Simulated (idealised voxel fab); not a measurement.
process module | voxel air gaps
cross-section cut | 285 nm wide | cells 5 nm
A cross-section is a grid of square cells, given in bands from the top down. A band is one or more rows of cells.
Each band's line starts with the height of the band's top and of its bottom, in nm. Then come its materials from left to right, each with its width in nm. One material with "throughout" fills the band from edge to edge. "air" is empty space.
Height 0 is the level under which the wafer as received is all one material. The lowest band goes on downwards, as in "0 down".
A width such as "30 to 40" changes by the same amount from each row of cells to the next, from the band's top row to its bottom row.
"no change" after a step means that no cell of the cross-section changed.
closed voids: empty space of 8 cells or more with no open way to the top, each as width x height at its distance from the left edge, in nm
after a step's settings: what the simulator itself notes on the step
overlay nm, on a step with a mask: how far to the right of its planned place the mask lay; to the left if negative
plan
1 op RECEIVE | material Si
2 op CONFORMAL_DEP | material SiO2 | thk nm 15
3 op CONFORMAL_DEP | material SiN | thk nm 5
4 op DIRECTIONAL_DEP | material SiO2 | thk nm 35
5 op PATTERN | tone open | mask id LINES | material resist | width nm 25 | pitch nm 50 | thk nm 20 | overlay nm -15
6 op DIRECTIONAL_ETCH | etch materials SiO2 | depth nm 35
7 op STRIP | etch materials resist
8 op CONFORMAL_DEP | material TiN | thk nm 5
9 op FILL_DEP | material W | thk nm 5
10 op CMP | height nm 55
11 op EPI | material Ru | thk nm 10
12 op SELECTIVE_ETCH | etch materials SiO2 | depth nm 45
13 op CONFORMAL_DEP | material SiCN | thk nm 5
varied across the wafers: overlay nm of step 5. The plan shows the first wafer's value. All wafers start alike
first wafer as received, after step 1
  0 down: Si throughout
  closed voids: none
each wafer at the end: cells of each material gained (+) or lost (-) since it was received, then its closed voids
overlay nm -15 | +54 Ru | +127 SiCN | +57 SiN | +171 SiO2 | +51 TiN | +54 W | closed voids: 15 x 25 at 95; 15 x 25 at 145
overlay nm -10 | +54 Ru | +127 SiCN | +57 SiN | +171 SiO2 | +51 TiN | +54 W | closed voids: 15 x 25 at 100; 15 x 25 at 150
overlay nm -5 | +54 Ru | +127 SiCN | +57 SiN | +171 SiO2 | +51 TiN | +54 W | closed voids: 15 x 25 at 105; 15 x 25 at 155
overlay nm 0 | +54 Ru | +127 SiCN | +57 SiN | +171 SiO2 | +51 TiN | +54 W | closed voids: 15 x 25 at 110; 15 x 25 at 160
overlay nm 5 | +54 Ru | +127 SiCN | +57 SiN | +171 SiO2 | +51 TiN | +54 W | closed voids: 15 x 25 at 115; 15 x 25 at 165
overlay nm 10 | +54 Ru | +127 SiCN | +57 SiN | +171 SiO2 | +51 TiN | +54 W | closed voids: 15 x 25 at 120; 15 x 25 at 170
overlay nm 15 | +54 Ru | +127 SiCN | +57 SiN | +171 SiO2 | +51 TiN | +54 W | closed voids: 15 x 25 at 125; 15 x 25 at 175
